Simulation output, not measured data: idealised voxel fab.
The process module that follows is named voxel wiring stack.
Xsec cut, 210 nm wide, square cell size 5 nm.
Cross-section, as written here: a square-cell grid given band by band from the top down, where a band holds one or more rows of cells.
Top height, bottom height, nm. Materials left to right, width each, nm. Single material + "throughout" = fills band edge to edge. "empty" = empty.
All heights in this document are referenced to 0, defined as the level beneath which the wafer, as received, consists entirely of one material. The lowest band is not bounded below; it extends indefinitely downward and is written in the form "0 down".
So if you see something like "30..40" for the width, read it as the top row of the band sitting at the first number and the bottom row at the second, with every row in between moving by the same amount as the last.
"stayed the same", as given for a step, is the statement that not any cell of the cross-section underwent a change during that step.
For the entry "Entrapped void list", the listed items are empty spaces with no open way to the top whose size is 8 cells or more; each item follows the pattern width x height at distance, where distance is from the left edge and all three are in nm.
Note: text after step settings on the step line = simulator remark on that step.
Regarding "overlay nm": on a step with a mask, it is the distance the mask lay to the right of its planned place; a negative value places it to the left.

# Steps in the process plan
1: RECEIVE,material Si
2: CONFORMAL_DEP,material SiO2,thk nm 10
3: DIRECTIONAL_DEP,material TiN,thk nm 5
4: DIRECTIONAL_DEP,material W,thk nm 15
5: PATTERN,tone cover,mask id METAL_1,material resist,width nm 30,pitch nm 60,thk nm 15,overlay nm 0
6: DIRECTIONAL_ETCH,etch materials W,depth nm 15
7: DIRECTIONAL_ETCH,etch materials TiN,depth nm 5
8: STRIP,etch materials resist
9: FILL_DEP,material SiO2,thk nm 5
10: CMP,height nm 30
11: CONFORMAL_DEP,material SiCN,thk nm 5
12: DIRECTIONAL_DEP,material SiO2,thk nm 10
13: DIRECTIONAL_DEP,material aC,thk nm 10
14: PATTERN,tone open,mask id PLUG_1,material resist,width nm 15,pitch nm 60,thk nm 25,overlay nm 0
15: DIRECTIONAL_ETCH,etch materials aC,depth nm 10
16: STRIP,etch materials resist
17: DIRECTIONAL_ETCH,etch materials SiO2,depth nm 10
18: DIRECTIONAL_ETCH,etch materials SiCN,depth nm 5
19: STRIP,etch materials aC
20: EPI,material Ru,thk nm 10
21: EPI,material Ru,thk nm 5
22: CONFORMAL_DEP,material SiN,thk nm 5
23: DIRECTIONAL_DEP,material SiO2,thk nm 15
24: DIRECTIONAL_DEP,material aC,thk nm 15
25: PATTERN,tone open,mask id METAL_2,material resist,width nm 30,pitch nm 60,thk nm 30,overlay nm 0
26: DIRECTIONAL_ETCH,etch materials aC,depth nm 15
27: STRIP,etch materials resist
28: DIRECTIONAL_ETCH,etch materials SiO2,depth nm 15
29: DIRECTIONAL_ETCH,etch materials SiN,depth nm 5
30: STRIP,etch materials aC
31: CONFORMAL_DEP,material TiN,thk nm 5
32: FILL_DEP,material W,thk nm 10
33: CMP,height nm 65
34: CONFORMAL_DEP,material SiCN,thk nm 5
35: DIRECTIONAL_DEP,material lowk,thk nm 15
36: DIRECTIONAL_DEP,material aC,thk nm 10
37: PATTERN,tone open,mask id PLUG_2,material resist,width nm 15,pitch nm 60,thk nm 25,overlay nm 0
38: DIRECTIONAL_ETCH,etch materials aC,depth nm 10
39: STRIP,etch materials resist
40: DIRECTIONAL_ETCH,etch materials lowk,depth nm 15
41: DIRECTIONAL_ETCH,etch materials SiCN,depth nm 5
42: STRIP,etch materials aC
43: EPI,material Ru,thk nm 10
44: EPI,material Ru,thk nm 10
45: DIRECTIONAL_DEP,material TiN,thk nm 5
46: DIRECTIONAL_DEP,material Ru,thk nm 15
47: DIRECTIONAL_DEP,material aC,thk nm 10
48: PATTERN,tone cover,mask id METAL_3,material resist,width nm 30,pitch nm 60,thk nm 25,overlay nm 0
49: DIRECTIONAL_ETCH,etch materials aC,depth nm 10
50: STRIP,etch materials resist
51: DIRECTIONAL_ETCH,etch materials Ru,depth nm 15
52: DIRECTIONAL_ETCH,etch materials TiN,depth nm 5
53: STRIP,etch materials aC
54: FILL_DEP,material lowk,thk nm 5
55: CMP,height nm 105
56: CONFORMAL_DEP,material SiCN,thk nm 5
57: DIRECTIONAL_DEP,material SiO2,thk nm 20
58: MASKED_ETCH,tone open,mask id PLUG_3,width nm 15,pitch nm 120,etch materials SiO2,depth nm 20,overlay nm 0
59: MASKED_ETCH,tone open,mask id PLUG_3,width nm 15,pitch nm 120,etch materials SiCN,depth nm 5,overlay nm 0
60: CONFORMAL_DEP,material TiN,thk nm 5
61: FILL_DEP,material Cu,thk nm 5
62: CMP,height nm 130
63: DIRECTIONAL_DEP,material TiN,thk nm 5
64: DIRECTIONAL_DEP,material W,thk nm 15
65: PATTERN,tone cover,mask id METAL_4,material resist,width nm 30,pitch nm 60,thk nm 15,overlay nm 0
66: DIRECTIONAL_ETCH,etch materials W,depth nm 15
67: DIRECTIONAL_ETCH,etch materials TiN,depth nm 5
68: STRIP,etch materials resist
69: FILL_DEP,material lowk,thk nm 10
70: CMP,height nm 150
71: CONFORMAL_DEP,material SiCN,thk nm 5

# The first wafer of two, processed as planned

# Incoming wafer in cross-section (state: after step 1)
0 down: Si throughout
Entrapped void list: none

# Wafer section view after processing step 2
10 to 0: SiO2 throughout
Beneath the level 0, the cross-section is identical to its previous state.

# Wafer section view after processing step 3
15 to 10: TiN throughout
Beneath the level 10, the cross-section is identical to its previous state.

# Wafer section view after processing step 4
30 to 15: W throughout
Beneath the level 15, the cross-section is identical to its previous state.

# Wafer section view after processing step 5
45 to 30: 30 of empty, then 30 of resist, then 30 of empty, then 30 of resist, then 30 of empty, then 30 of resist, then 30 of empty
Beneath the level 30, the cross-section is identical to its previous state.

# Wafer section view after processing step 6
45 to 30: 30 of empty, then 30 of resist, then 30 of empty, then 30 of resist, then 30 of empty, then 30 of resist, then 30 of empty
30 to 15: 30 of empty, then 30 of W, then 30 of empty, then 30 of W, then 30 of empty, then 30 of W, then 30 of empty
Beneath the level 15, the cross-section is identical to its previous state.

# Wafer section view after processing step 7
45 to 30: 30 of empty, then 30 of resist, then 30 of empty, then 30 of resist, then 30 of empty, then 30 of resist, then 30 of empty
30 to 15: 30 of empty, then 30 of W, then 30 of empty, then 30 of W, then 30 of empty, then 30 of W, then 30 of empty
15 to 10: 30 of empty, then 30 of TiN, then 30 of empty, then 30 of TiN, then 30 of empty, then 30 of TiN, then 30 of empty
Beneath the level 10, the cross-section is identical to its previous state.

# Wafer section view after processing step 8
30 to 15: 30 of empty, then 30 of W, then 30 of empty, then 30 of W, then 30 of empty, then 30 of W, then 30 of empty
Beneath the level 15, the cross-section is identical to its previous state.

# Wafer section view after processing step 9
35 to 30: SiO2 throughout
30 to 15: 30 of SiO2, then 30 of W, then 30 of SiO2, then 30 of W, then 30 of SiO2, then 30 of W, then 30 of SiO2
15 to 10: 30 of SiO2, then 30 of TiN, then 30 of SiO2, then 30 of TiN, then 30 of SiO2, then 30 of TiN, then 30 of SiO2
Beneath the level 10, the cross-section is identical to its previous state.

# Wafer section view after processing step 10
30 to 15: 30 of SiO2, then 30 of W, then 30 of SiO2, then 30 of W, then 30 of SiO2, then 30 of W, then 30 of SiO2
Beneath the level 15, the cross-section is identical to its previous state.

# Wafer section view after processing step 11
35 to 30: SiCN throughout
Beneath the level 30, the cross-section is identical to its previous state.

# Wafer section view after processing step 12
45 to 35: SiO2 throughout
Beneath the level 35, the cross-section is identical to its previous state.

# Wafer section view after processing step 13
55 to 45: aC throughout
Beneath the level 45, the cross-section is identical to its previous state.

# Wafer section view after processing step 14
80 to 55: 30 of resist, then 15 of empty, then 45 of resist, then 15 of empty, then 45 of resist, then 15 of empty, then 45 of resist
Beneath the level 55, the cross-section is identical to its previous state.

# Wafer section view after processing step 15
70 to 55: 30 of resist, then 15 of empty, then 45 of resist, then 15 of empty, then 45 of resist, then 15 of empty, then 45 of resist
55 to 45: 30 of aC, then 15 of empty, then 45 of aC, then 15 of empty, then 45 of aC, then 15 of empty, then 45 of aC
Beneath the level 45, the cross-section is identical to its previous state.

# Wafer section view after processing step 16
55 to 45: 30 of aC, then 15 of empty, then 45 of aC, then 15 of empty, then 45 of aC, then 15 of empty, then 45 of aC
Beneath the level 45, the cross-section is identical to its previous state.

# Wafer section view after processing step 17
55 to 45: 30 of aC, then 15 of empty, then 45 of aC, then 15 of empty, then 45 of aC, then 15 of empty, then 45 of aC
45 to 35: 30 of SiO2, then 15 of empty, then 45 of SiO2, then 15 of empty, then 45 of SiO2, then 15 of empty, then 45 of SiO2
Beneath the level 35, the cross-section is identical to its previous state.

# Wafer section view after processing step 18
55 to 45: 30 of aC, then 15 of empty, then 45 of aC, then 15 of empty, then 45 of aC, then 15 of empty, then 45 of aC
45 to 35: 30 of SiO2, then 15 of empty, then 45 of SiO2, then 15 of empty, then 45 of SiO2, then 15 of empty, then 45 of SiO2
35 to 30: 30 of SiCN, then 15 of empty, then 45 of SiCN, then 15 of empty, then 45 of SiCN, then 15 of empty, then 45 of SiCN
Beneath the level 30, the cross-section is identical to its previous state.

# Wafer section view after processing step 19
45 to 35: 30 of SiO2, then 15 of empty, then 45 of SiO2, then 15 of empty, then 45 of SiO2, then 15 of empty, then 45 of SiO2
Beneath the level 35, the cross-section is identical to its previous state.

# Wafer section view after processing step 20
45 to 40: 30 of SiO2, then 15 of empty, then 45 of SiO2, then 15 of empty, then 45 of SiO2, then 15 of empty, then 45 of SiO2
40 to 35: 30 of SiO2, then 15 of Ru, then 45 of SiO2, then 15 of Ru, then 45 of SiO2, then 15 of Ru, then 45 of SiO2
35 to 30: 30 of SiCN, then 15 of Ru, then 45 of SiCN, then 15 of Ru, then 45 of SiCN, then 15 of Ru, then 45 of SiCN
Beneath the level 30, the cross-section is identical to its previous state.

# Wafer section view after processing step 21
45 to 35: 30 of SiO2, then 15 of Ru, then 45 of SiO2, then 15 of Ru, then 45 of SiO2, then 15 of Ru, then 45 of SiO2
Beneath the level 35, the cross-section is identical to its previous state.

# Wafer section view after processing step 22
50 to 45: SiN throughout
Beneath the level 45, the cross-section is identical to its previous state.

# Wafer section view after processing step 23
65 to 50: SiO2 throughout
Beneath the level 50, the cross-section is identical to its previous state.

# Wafer section view after processing step 24
80 to 65: aC throughout
Beneath the level 65, the cross-section is identical to its previous state.

# Wafer section view after processing step 25
110 to 80: 30 of resist, then 30 of empty, then 30 of resist, then 30 of empty, then 30 of resist, then 30 of empty, then 30 of resist
Beneath the level 80, the cross-section is identical to its previous state.

# Wafer section view after processing step 26
95 to 80: 30 of resist, then 30 of empty, then 30 of resist, then 30 of empty, then 30 of resist, then 30 of empty, then 30 of resist
80 to 65: 30 of aC, then 30 of empty, then 30 of aC, then 30 of empty, then 30 of aC, then 30 of empty, then 30 of aC
Beneath the level 65, the cross-section is identical to its previous state.

# Wafer section view after processing step 27
80 to 65: 30 of aC, then 30 of empty, then 30 of aC, then 30 of empty, then 30 of aC, then 30 of empty, then 30 of aC
Beneath the level 65, the cross-section is identical to its previous state.

# Wafer section view after processing step 28
80 to 65: 30 of aC, then 30 of empty, then 30 of aC, then 30 of empty, then 30 of aC, then 30 of empty, then 30 of aC
65 to 50: 30 of SiO2, then 30 of empty, then 30 of SiO2, then 30 of empty, then 30 of SiO2, then 30 of empty, then 30 of SiO2
Beneath the level 50, the cross-section is identical to its previous state.

# Wafer section view after processing step 29
80 to 65: 30 of aC, then 30 of empty, then 30 of aC, then 30 of empty, then 30 of aC, then 30 of empty, then 30 of aC
65 to 50: 30 of SiO2, then 30 of empty, then 30 of SiO2, then 30 of empty, then 30 of SiO2, then 30 of empty, then 30 of SiO2
50 to 45: 30 of SiN, then 30 of empty, then 30 of SiN, then 30 of empty, then 30 of SiN, then 30 of empty, then 30 of SiN
Beneath the level 45, the cross-section is identical to its previous state.

# Wafer section view after processing step 30
65 to 50: 30 of SiO2, then 30 of empty, then 30 of SiO2, then 30 of empty, then 30 of SiO2, then 30 of empty, then 30 of SiO2
Beneath the level 50, the cross-section is identical to its previous state.

# Wafer section view after processing step 31
70 to 65: 35 of TiN, then 20 of empty, then 40 of TiN, then 20 of empty, then 40 of TiN, then 20 of empty, then 35 of TiN
65 to 50: 30 of SiO2, then 5 of TiN, then 20 of empty, then 5 of TiN, then 30 of SiO2, then 5 of TiN, then 20 of empty, then 5 of TiN, then 30 of SiO2, then 5 of TiN, then 20 of empty, then 5 of TiN, then 30 of SiO2
50 to 45: 30 of SiN, then 30 of TiN, then 30 of SiN, then 30 of TiN, then 30 of SiN, then 30 of TiN, then 30 of SiN
Beneath the level 45, the cross-section is identical to its previous state.

# Wafer section view after processing step 32
80 to 70: W throughout
70 to 65: 35 of TiN, then 20 of W, then 40 of TiN, then 20 of W, then 40 of TiN, then 20 of W, then 35 of TiN
65 to 50: 30 of SiO2, then 5 of TiN, then 20 of W, then 5 of TiN, then 30 of SiO2, then 5 of TiN, then 20 of W, then 5 of TiN, then 30 of SiO2, then 5 of TiN, then 20 of W, then 5 of TiN, then 30 of SiO2
Beneath the level 50, the cross-section is identical to its previous state.

# Wafer section view after processing step 33
65 to 50: 30 of SiO2, then 5 of TiN, then 20 of W, then 5 of TiN, then 30 of SiO2, then 5 of TiN, then 20 of W, then 5 of TiN, then 30 of SiO2, then 5 of TiN, then 20 of W, then 5 of TiN, then 30 of SiO2
Beneath the level 50, the cross-section is identical to its previous state.

# Wafer section view after processing step 34
70 to 65: SiCN throughout
Beneath the level 65, the cross-section is identical to its previous state.

# Wafer section view after processing step 35
85 to 70: lowk throughout
Beneath the level 70, the cross-section is identical to its previous state.

# Wafer section view after processing step 36
95 to 85: aC throughout
Beneath the level 85, the cross-section is identical to its previous state.

# Wafer section view after processing step 37
120 to 95: 30 of resist, then 15 of empty, then 45 of resist, then 15 of empty, then 45 of resist, then 15 of empty, then 45 of resist
Beneath the level 95, the cross-section is identical to its previous state.

# Wafer section view after processing step 38
110 to 95: 30 of resist, then 15 of empty, then 45 of resist, then 15 of empty, then 45 of resist, then 15 of empty, then 45 of resist
95 to 85: 30 of aC, then 15 of empty, then 45 of aC, then 15 of empty, then 45 of aC, then 15 of empty, then 45 of aC
Beneath the level 85, the cross-section is identical to its previous state.

# Wafer section view after processing step 39
95 to 85: 30 of aC, then 15 of empty, then 45 of aC, then 15 of empty, then 45 of aC, then 15 of empty, then 45 of aC
Beneath the level 85, the cross-section is identical to its previous state.

# Wafer section view after processing step 40
95 to 85: 30 of aC, then 15 of empty, then 45 of aC, then 15 of empty, then 45 of aC, then 15 of empty, then 45 of aC
85 to 70: 30 of lowk, then 15 of empty, then 45 of lowk, then 15 of empty, then 45 of lowk, then 15 of empty, then 45 of lowk
Beneath the level 70, the cross-section is identical to its previous state.

# Wafer section view after processing step 41
95 to 85: 30 of aC, then 15 of empty, then 45 of aC, then 15 of empty, then 45 of aC, then 15 of empty, then 45 of aC
85 to 70: 30 of lowk, then 15 of empty, then 45 of lowk, then 15 of empty, then 45 of lowk, then 15 of empty, then 45 of lowk
70 to 65: 30 of SiCN, then 15 of empty, then 45 of SiCN, then 15 of empty, then 45 of SiCN, then 15 of empty, then 45 of SiCN
Beneath the level 65, the cross-section is identical to its previous state.

# Wafer section view after processing step 42
85 to 70: 30 of lowk, then 15 of empty, then 45 of lowk, then 15 of empty, then 45 of lowk, then 15 of empty, then 45 of lowk
Beneath the level 70, the cross-section is identical to its previous state.

# Wafer section view after processing step 43
85 to 75: 30 of lowk, then 15 of empty, then 45 of lowk, then 15 of empty, then 45 of lowk, then 15 of empty, then 45 of lowk
75 to 70: 30 of lowk, then 15 of Ru, then 45 of lowk, then 15 of Ru, then 45 of lowk, then 15 of Ru, then 45 of lowk
70 to 65: 30 of SiCN, then 15 of Ru, then 45 of SiCN, then 15 of Ru, then 45 of SiCN, then 15 of Ru, then 45 of SiCN
Beneath the level 65, the cross-section is identical to its previous state.

# Wafer section view after processing step 44
85 to 70: 30 of lowk, then 15 of Ru, then 45 of lowk, then 15 of Ru, then 45 of lowk, then 15 of Ru, then 45 of lowk
Beneath the level 70, the cross-section is identical to its previous state.

# Wafer section view after processing step 45
90 to 85: TiN throughout
Beneath the level 85, the cross-section is identical to its previous state.

# Wafer section view after processing step 46
105 to 90: Ru throughout
Beneath the level 90, the cross-section is identical to its previous state.

# Wafer section view after processing step 47
115 to 105: aC throughout
Beneath the level 105, the cross-section is identical to its previous state.

# Wafer section view after processing step 48
140 to 115: 30 of empty, then 30 of resist, then 30 of empty, then 30 of resist, then 30 of empty, then 30 of resist, then 30 of empty
Beneath the level 115, the cross-section is identical to its previous state.

# Wafer section view after processing step 49
130 to 115: 30 of empty, then 30 of resist, then 30 of empty, then 30 of resist, then 30 of empty, then 30 of resist, then 30 of empty
115 to 105: 30 of empty, then 30 of aC, then 30 of empty, then 30 of aC, then 30 of empty, then 30 of aC, then 30 of empty
Beneath the level 105, the cross-section is identical to its previous state.

# Wafer section view after processing step 50
115 to 105: 30 of empty, then 30 of aC, then 30 of empty, then 30 of aC, then 30 of empty, then 30 of aC, then 30 of empty
Beneath the level 105, the cross-section is identical to its previous state.

# Wafer section view after processing step 51
115 to 105: 30 of empty, then 30 of aC, then 30 of empty, then 30 of aC, then 30 of empty, then 30 of aC, then 30 of empty
105 to 90: 30 of empty, then 30 of Ru, then 30 of empty, then 30 of Ru, then 30 of empty, then 30 of Ru, then 30 of empty
Beneath the level 90, the cross-section is identical to its previous state.

# Wafer section view after processing step 52
115 to 105: 30 of empty, then 30 of aC, then 30 of empty, then 30 of aC, then 30 of empty, then 30 of aC, then 30 of empty
105 to 90: 30 of empty, then 30 of Ru, then 30 of empty, then 30 of Ru, then 30 of empty, then 30 of Ru, then 30 of empty
90 to 85: 30 of empty, then 30 of TiN, then 30 of empty, then 30 of TiN, then 30 of empty, then 30 of TiN, then 30 of empty
Beneath the level 85, the cross-section is identical to its previous state.

# Wafer section view after processing step 53
105 to 90: 30 of empty, then 30 of Ru, then 30 of empty, then 30 of Ru, then 30 of empty, then 30 of Ru, then 30 of empty
Beneath the level 90, the cross-section is identical to its previous state.

# Wafer section view after processing step 54
110 to 105: lowk throughout
105 to 90: 30 of lowk, then 30 of Ru, then 30 of lowk, then 30 of Ru, then 30 of lowk, then 30 of Ru, then 30 of lowk
90 to 85: 30 of lowk, then 30 of TiN, then 30 of lowk, then 30 of TiN, then 30 of lowk, then 30 of TiN, then 30 of lowk
Beneath the level 85, the cross-section is identical to its previous state.

# Wafer section view after processing step 55
105 to 90: 30 of lowk, then 30 of Ru, then 30 of lowk, then 30 of Ru, then 30 of lowk, then 30 of Ru, then 30 of lowk
Beneath the level 90, the cross-section is identical to its previous state.

# Wafer section view after processing step 56
110 to 105: SiCN throughout
Beneath the level 105, the cross-section is identical to its previous state.

# Wafer section view after processing step 57
130 to 110: SiO2 throughout
Beneath the level 110, the cross-section is identical to its previous state.

# Wafer section view after processing step 58
130 to 110: 30 of SiO2, then 15 of empty, then 105 of SiO2, then 15 of empty, then 45 of SiO2
Beneath the level 110, the cross-section is identical to its previous state.

# Wafer section view after processing step 59
130 to 110: 30 of SiO2, then 15 of empty, then 105 of SiO2, then 15 of empty, then 45 of SiO2
110 to 105: 30 of SiCN, then 15 of empty, then 105 of SiCN, then 15 of empty, then 45 of SiCN
Beneath the level 105, the cross-section is identical to its previous state.

# Wafer section view after processing step 60
135 to 130: 35 of TiN, then 5 of empty, then 115 of TiN, then 5 of empty, then 50 of TiN
130 to 110: 30 of SiO2, then 5 of TiN, then 5 of empty, then 5 of TiN, then 105 of SiO2, then 5 of TiN, then 5 of empty, then 5 of TiN, then 45 of SiO2
110 to 105: 30 of SiCN, then 15 of TiN, then 105 of SiCN, then 15 of TiN, then 45 of SiCN
Beneath the level 105, the cross-section is identical to its previous state.

# Wafer section view after processing step 61
140 to 135: Cu throughout
135 to 130: 35 of TiN, then 5 of Cu, then 115 of TiN, then 5 of Cu, then 50 of TiN
130 to 110: 30 of SiO2, then 5 of TiN, then 5 of Cu, then 5 of TiN, then 105 of SiO2, then 5 of TiN, then 5 of Cu, then 5 of TiN, then 45 of SiO2
Beneath the level 110, the cross-section is identical to its previous state.

# Wafer section view after processing step 62
130 to 110: 30 of SiO2, then 5 of TiN, then 5 of Cu, then 5 of TiN, then 105 of SiO2, then 5 of TiN, then 5 of Cu, then 5 of TiN, then 45 of SiO2
Beneath the level 110, the cross-section is identical to its previous state.

# Wafer section view after processing step 63
135 to 130: TiN throughout
Beneath the level 130, the cross-section is identical to its previous state.

# Wafer section view after processing step 64
150 to 135: W throughout
Beneath the level 135, the cross-section is identical to its previous state.

# Wafer section view after processing step 65
165 to 150: 30 of empty, then 30 of resist, then 30 of empty, then 30 of resist, then 30 of empty, then 30 of resist, then 30 of empty
Beneath the level 150, the cross-section is identical to its previous state.

# Wafer section view after processing step 66
165 to 150: 30 of empty, then 30 of resist, then 30 of empty, then 30 of resist, then 30 of empty, then 30 of resist, then 30 of empty
150 to 135: 30 of empty, then 30 of W, then 30 of empty, then 30 of W, then 30 of empty, then 30 of W, then 30 of empty
Beneath the level 135, the cross-section is identical to its previous state.

# Wafer section view after processing step 67
165 to 150: 30 of empty, then 30 of resist, then 30 of empty, then 30 of resist, then 30 of empty, then 30 of resist, then 30 of empty
150 to 135: 30 of empty, then 30 of W, then 30 of empty, then 30 of W, then 30 of empty, then 30 of W, then 30 of empty
135 to 130: 30 of empty, then 30 of TiN, then 30 of empty, then 30 of TiN, then 30 of empty, then 30 of TiN, then 30 of empty
Beneath the level 130, the cross-section is identical to its previous state.

# Wafer section view after processing step 68
150 to 135: 30 of empty, then 30 of W, then 30 of empty, then 30 of W, then 30 of empty, then 30 of W, then 30 of empty
Beneath the level 135, the cross-section is identical to its previous state.

# Wafer section view after processing step 69
160 to 150: lowk throughout
150 to 135: 30 of lowk, then 30 of W, then 30 of lowk, then 30 of W, then 30 of lowk, then 30 of W, then 30 of lowk
135 to 130: 30 of lowk, then 30 of TiN, then 30 of lowk, then 30 of TiN, then 30 of lowk, then 30 of TiN, then 30 of lowk
Beneath the level 130, the cross-section is identical to its previous state.

# Wafer section view after processing step 70
150 to 135: 30 of lowk, then 30 of W, then 30 of lowk, then 30 of W, then 30 of lowk, then 30 of W, then 30 of lowk
Beneath the level 135, the cross-section is identical to its previous state.

# Wafer section view after processing step 71
155 to 150: SiCN throughout
Beneath the level 150, the cross-section is identical to its previous state.

# Second wafer: same start and same plan as the first, one execution error; identical to the first through step 56

# Second wafer profile in section, at the moment step 57 of the plan was meant to be complete
120 to 110: SiO2 throughout
Beneath the level 110, the cross-section is identical to its previous state.

# Second wafer profile in section, at the moment step 58 of the plan was meant to be complete
120 to 110: 30 of SiO2, then 15 of empty, then 105 of SiO2, then 15 of empty, then 45 of SiO2
Beneath the level 110, the cross-section is identical to its previous state.

# Second wafer profile in section, at the moment step 59 of the plan was meant to be complete
120 to 110: 30 of SiO2, then 15 of empty, then 105 of SiO2, then 15 of empty, then 45 of SiO2
110 to 105: 30 of SiCN, then 15 of empty, then 105 of SiCN, then 15 of empty, then 45 of SiCN
Beneath the level 105, the cross-section is identical to its previous state.

# Second wafer profile in section, at the moment step 60 of the plan was meant to be complete
125 to 120: 35 of TiN, then 5 of empty, then 115 of TiN, then 5 of empty, then 50 of TiN
120 to 110: 30 of SiO2, then 5 of TiN, then 5 of empty, then 5 of TiN, then 105 of SiO2, then 5 of TiN, then 5 of empty, then 5 of TiN, then 45 of SiO2
110 to 105: 30 of SiCN, then 15 of TiN, then 105 of SiCN, then 15 of TiN, then 45 of SiCN
Beneath the level 105, the cross-section is identical to its previous state.

# Second wafer profile in section, at the moment step 61 of the plan was meant to be complete
130 to 125: Cu throughout
125 to 120: 35 of TiN, then 5 of Cu, then 115 of TiN, then 5 of Cu, then 50 of TiN
120 to 110: 30 of SiO2, then 5 of TiN, then 5 of Cu, then 5 of TiN, then 105 of SiO2, then 5 of TiN, then 5 of Cu, then 5 of TiN, then 45 of SiO2
Beneath the level 110, the cross-section is identical to its previous state.

Second wafer profile in section, at the moment step 62 of the plan was meant to be complete: stayed the same

# Second wafer profile in section, at the moment step 63 of the plan was meant to be complete
135 to 130: TiN throughout
Beneath the level 130, the cross-section is identical to its previous state.

# Second wafer profile in section, at the moment step 64 of the plan was meant to be complete
150 to 135: W throughout
Beneath the level 135, the cross-section is identical to its previous state.

# Second wafer profile in section, at the moment step 65 of the plan was meant to be complete
165 to 150: 30 of empty, then 30 of resist, then 30 of empty, then 30 of resist, then 30 of empty, then 30 of resist, then 30 of empty
Beneath the level 150, the cross-section is identical to its previous state.

# Second wafer profile in section, at the moment step 66 of the plan was meant to be complete
165 to 150: 30 of empty, then 30 of resist, then 30 of empty, then 30 of resist, then 30 of empty, then 30 of resist, then 30 of empty
150 to 135: 30 of empty, then 30 of W, then 30 of empty, then 30 of W, then 30 of empty, then 30 of W, then 30 of empty
Beneath the level 135, the cross-section is identical to its previous state.

# Second wafer profile in section, at the moment step 67 of the plan was meant to be complete
165 to 150: 30 of empty, then 30 of resist, then 30 of empty, then 30 of resist, then 30 of empty, then 30 of resist, then 30 of empty
150 to 135: 30 of empty, then 30 of W, then 30 of empty, then 30 of W, then 30 of empty, then 30 of W, then 30 of empty
135 to 130: 30 of empty, then 30 of TiN, then 30 of empty, then 30 of TiN, then 30 of empty, then 30 of TiN, then 30 of empty
Beneath the level 130, the cross-section is identical to its previous state.

# Second wafer profile in section, at the moment step 68 of the plan was meant to be complete
150 to 135: 30 of empty, then 30 of W, then 30 of empty, then 30 of W, then 30 of empty, then 30 of W, then 30 of empty
Beneath the level 135, the cross-section is identical to its previous state.

# Second wafer profile in section, at the moment step 69 of the plan was meant to be complete
160 to 150: lowk throughout
150 to 135: 30 of lowk, then 30 of W, then 30 of lowk, then 30 of W, then 30 of lowk, then 30 of W, then 30 of lowk
135 to 130: 30 of lowk, then 30 of TiN, then 30 of lowk, then 30 of TiN, then 30 of lowk, then 30 of TiN, then 30 of lowk
Beneath the level 130, the cross-section is identical to its previous state.

# Second wafer profile in section, at the moment step 70 of the plan was meant to be complete
150 to 135: 30 of lowk, then 30 of W, then 30 of lowk, then 30 of W, then 30 of lowk, then 30 of W, then 30 of lowk
Beneath the level 135, the cross-section is identical to its previous state.

# Second wafer profile in section, at the moment step 71 of the plan was meant to be complete
155 to 150: SiCN throughout
Beneath the level 150, the cross-section is identical to its previous state.
Finding, execution versus plan: the process deviated at step 57: the operation and settings actually run there were DIRECTIONAL_DEP,material SiO2,thk nm 10
Final comparison by cell count, materials where the second wafer has more or fewer than the first: +40 Cu; -72 SiO2; +32 TiN
